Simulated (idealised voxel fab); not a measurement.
Process module, titled voxel trench capacitor
Section cut is 255 nm wide and gridded with 5 nm square cells.
Cross-section format: a grid of square cells, given as bands from top to bottom; each band is one or more rows of cells. Heads up on the band format: heights come first, top then bottom, in nm. After that it's the materials left to right, each with its width in nm. A single material flagged "edge to edge" fills the whole band edge to edge, and "empty" means there's empty space there. Zero point of the height axis is 0; under it, received wafer = one material. Lowest band: continues down indefinitely, "0 -> down". The expression "30..40" gives the width at the extremes of the band, the first number at its top row of cells and the second at its bottom row, with the width changing by equal amounts from each row to the next in between. "no modifications" after a step means that no cell of the cross-section changed. Reported under the label "Completely sealed voids" are the empty spaces having no open way to the top and comprising 8 cells or more; the notation for each is width x height at distance, in which the distance is measured from the left edge and all three values are in nm. after a step's settings: what the simulator itself notes on the step. Among the settings permitted on a step's line is "overlay nm"; applied to a step with a mask, it specifies the extent to which the mask lay to the right of its planned position, whereas a negative figure signifies a position to the left.
[Process steps foreseen in the plan]
1) RECEIVE: material Si
2) CONFORMAL_DEP: material SiN, thk nm 5
3) PATTERN: tone open, mask id TRENCH, material resist, width nm 20, pitch nm 40, thk nm 15, overlay nm 0
4) DIRECTIONAL_ETCH: etch materials SiN, depth nm 5
5) DIRECTIONAL_ETCH: etch materials Si, depth nm 35
6) STRIP: etch materials resist
7) CONFORMAL_DEP: material Al2O3, thk nm 5
8) FILL_DEP: material polySi, thk nm 5
9) CMP: height nm 5
[Run as planned: first of two wafers]
[So this is the incoming wafer in cross-section - it's already been through step 1]
* 0 -> down: Si edge to edge
* Completely sealed voids: none
[Wafer after step 2 (cross-section)]
* 5 -> 0: SiN edge to edge
* Below 0, the layers are the same as they were.
[Wafer after step 3 (cross-section)]
* 20 -> 5: resist 55 nm  empty 20 nm  resist 20 nm  empty 20 nm  resist 20 nm  empty 20 nm  resist 20 nm  empty 20 nm  resist 60 nm
* Below 5, the layers are the same as they were.
[Wafer after step 4 (cross-section)]
* 20 -> 5: resist 55 nm  empty 20 nm  resist 20 nm  empty 20 nm  resist 20 nm  empty 20 nm  resist 20 nm  empty 20 nm  resist 60 nm
* 5 -> 0: SiN 55 nm  empty 20 nm  SiN 20 nm  empty 20 nm  SiN 20 nm  empty 20 nm  SiN 20 nm  empty 20 nm  SiN 60 nm
* Below 0, the layers are the same as they were.
[Wafer after step 5 (cross-section)]
* 20 -> 5: resist 55 nm  empty 20 nm  resist 20 nm  empty 20 nm  resist 20 nm  empty 20 nm  resist 20 nm  empty 20 nm  resist 60 nm
* 5 -> 0: SiN 55 nm  empty 20 nm  SiN 20 nm  empty 20 nm  SiN 20 nm  empty 20 nm  SiN 20 nm  empty 20 nm  SiN 60 nm
* 0 -> -35: Si 55 nm  empty 20 nm  Si 20 nm  empty 20 nm  Si 20 nm  empty 20 nm  Si 20 nm  empty 20 nm  Si 60 nm
* Below -35, the layers are the same as they were.
[Wafer after step 6 (cross-section)]
* 5 -> 0: SiN 55 nm  empty 20 nm  SiN 20 nm  empty 20 nm  SiN 20 nm  empty 20 nm  SiN 20 nm  empty 20 nm  SiN 60 nm
* Below 0, the layers are the same as they were.
[Wafer after step 7 (cross-section)]
* 10 -> 5: Al2O3 60 nm  empty 10 nm  Al2O3 30 nm  empty 10 nm  Al2O3 30 nm  empty 10 nm  Al2O3 30 nm  empty 10 nm  Al2O3 65 nm
* 5 -> 0: SiN 55 nm  Al2O3 5 nm  empty 10 nm  Al2O3 5 nm  SiN 20 nm  Al2O3 5 nm  empty 10 nm  Al2O3 5 nm  SiN 20 nm  Al2O3 5 nm  empty 10 nm  Al2O3 5 nm  SiN 20 nm  Al2O3 5 nm  empty 10 nm  Al2O3 5 nm  SiN 60 nm
* 0 -> -30: Si 55 nm  Al2O3 5 nm  empty 10 nm  Al2O3 5 nm  Si 20 nm  Al2O3 5 nm  empty 10 nm  Al2O3 5 nm  Si 20 nm  Al2O3 5 nm  empty 10 nm  Al2O3 5 nm  Si 20 nm  Al2O3 5 nm  empty 10 nm  Al2O3 5 nm  Si 60 nm
* -30 -> -35: Si 55 nm  Al2O3 20 nm  Si 20 nm  Al2O3 20 nm  Si 20 nm  Al2O3 20 nm  Si 20 nm  Al2O3 20 nm  Si 60 nm
* Below -35, the layers are the same as they were.
[Wafer after step 8 (cross-section)]
* 15 -> 10: polySi edge to edge
* 10 -> 5: Al2O3 60 nm  polySi 10 nm  Al2O3 30 nm  polySi 10 nm  Al2O3 30 nm  polySi 10 nm  Al2O3 30 nm  polySi 10 nm  Al2O3 65 nm
* 5 -> 0: SiN 55 nm  Al2O3 5 nm  polySi 10 nm  Al2O3 5 nm  SiN 20 nm  Al2O3 5 nm  polySi 10 nm  Al2O3 5 nm  SiN 20 nm  Al2O3 5 nm  polySi 10 nm  Al2O3 5 nm  SiN 20 nm  Al2O3 5 nm  polySi 10 nm  Al2O3 5 nm  SiN 60 nm
* 0 -> -30: Si 55 nm  Al2O3 5 nm  polySi 10 nm  Al2O3 5 nm  Si 20 nm  Al2O3 5 nm  polySi 10 nm  Al2O3 5 nm  Si 20 nm  Al2O3 5 nm  polySi 10 nm  Al2O3 5 nm  Si 20 nm  Al2O3 5 nm  polySi 10 nm  Al2O3 5 nm  Si 60 nm
* Below -30, the layers are the same as they were.
[Wafer after step 9 (cross-section)]
* 5 -> 0: SiN 55 nm  Al2O3 5 nm  polySi 10 nm  Al2O3 5 nm  SiN 20 nm  Al2O3 5 nm  polySi 10 nm  Al2O3 5 nm  SiN 20 nm  Al2O3 5 nm  polySi 10 nm  Al2O3 5 nm  SiN 20 nm  Al2O3 5 nm  polySi 10 nm  Al2O3 5 nm  SiN 60 nm
* Below 0, the layers are the same as they were.
[Second wafer - shared start and plan with the first - one error in running - same as the first up to step 4 inclusive]
[Look at the second wafer in cross-section at the time step 5 ought to have finished]
* 20 -> 5: resist 55 nm  empty 20 nm  resist 20 nm  empty 20 nm  resist 20 nm  empty 20 nm  resist 20 nm  empty 20 nm  resist 60 nm
* 5 -> 0: SiN 55 nm  empty 20 nm  SiN 20 nm  empty 20 nm  SiN 20 nm  empty 20 nm  SiN 20 nm  empty 20 nm  SiN 60 nm
* 0 -> -70: Si 55 nm  empty 20 nm  Si 20 nm  empty 20 nm  Si 20 nm  empty 20 nm  Si 20 nm  empty 20 nm  Si 60 nm
* Below -70, the layers are the same as they were.
[Look at the second wafer in cross-section at the time step 6 ought to have finished]
* 5 -> 0: SiN 55 nm  empty 20 nm  SiN 20 nm  empty 20 nm  SiN 20 nm  empty 20 nm  SiN 20 nm  empty 20 nm  SiN 60 nm
* Below 0, the layers are the same as they were.
[Look at the second wafer in cross-section at the time step 7 ought to have finished]
* 10 -> 5: Al2O3 60 nm  empty 10 nm  Al2O3 30 nm  empty 10 nm  Al2O3 30 nm  empty 10 nm  Al2O3 30 nm  empty 10 nm  Al2O3 65 nm
* 5 -> 0: SiN 55 nm  Al2O3 5 nm  empty 10 nm  Al2O3 5 nm  SiN 20 nm  Al2O3 5 nm  empty 10 nm  Al2O3 5 nm  SiN 20 nm  Al2O3 5 nm  empty 10 nm  Al2O3 5 nm  SiN 20 nm  Al2O3 5 nm  empty 10 nm  Al2O3 5 nm  SiN 60 nm
* 0 -> -65: Si 55 nm  Al2O3 5 nm  empty 10 nm  Al2O3 5 nm  Si 20 nm  Al2O3 5 nm  empty 10 nm  Al2O3 5 nm  Si 20 nm  Al2O3 5 nm  empty 10 nm  Al2O3 5 nm  Si 20 nm  Al2O3 5 nm  empty 10 nm  Al2O3 5 nm  Si 60 nm
* -65 -> -70: Si 55 nm  Al2O3 20 nm  Si 20 nm  Al2O3 20 nm  Si 20 nm  Al2O3 20 nm  Si 20 nm  Al2O3 20 nm  Si 60 nm
* Below -70, the layers are the same as they were.
[Look at the second wafer in cross-section at the time step 8 ought to have finished]
* 15 -> 10: polySi edge to edge
* 10 -> 5: Al2O3 60 nm  polySi 10 nm  Al2O3 30 nm  polySi 10 nm  Al2O3 30 nm  polySi 10 nm  Al2O3 30 nm  polySi 10 nm  Al2O3 65 nm
* 5 -> 0: SiN 55 nm  Al2O3 5 nm  polySi 10 nm  Al2O3 5 nm  SiN 20 nm  Al2O3 5 nm  polySi 10 nm  Al2O3 5 nm  SiN 20 nm  Al2O3 5 nm  polySi 10 nm  Al2O3 5 nm  SiN 20 nm  Al2O3 5 nm  polySi 10 nm  Al2O3 5 nm  SiN 60 nm
* 0 -> -65: Si 55 nm  Al2O3 5 nm  polySi 10 nm  Al2O3 5 nm  Si 20 nm  Al2O3 5 nm  polySi 10 nm  Al2O3 5 nm  Si 20 nm  Al2O3 5 nm  polySi 10 nm  Al2O3 5 nm  Si 20 nm  Al2O3 5 nm  polySi 10 nm  Al2O3 5 nm  Si 60 nm
* Below -65, the layers are the same as they were.
[Look at the second wafer in cross-section at the time step 9 ought to have finished]
* 5 -> 0: SiN 55 nm  Al2O3 5 nm  polySi 10 nm  Al2O3 5 nm  SiN 20 nm  Al2O3 5 nm  polySi 10 nm  Al2O3 5 nm  SiN 20 nm  Al2O3 5 nm  polySi 10 nm  Al2O3 5 nm  SiN 20 nm  Al2O3 5 nm  polySi 10 nm  Al2O3 5 nm  SiN 60 nm
* Below 0, the layers are the same as they were.
Deviation from plan: it should be noted that step 5 of the plan was executed twice
In the final state, the cell counts of the second wafer exceed or fall short of those of the first for the following materials: Al2O3: 56 more | Si: 112 fewer | polySi: 56 more
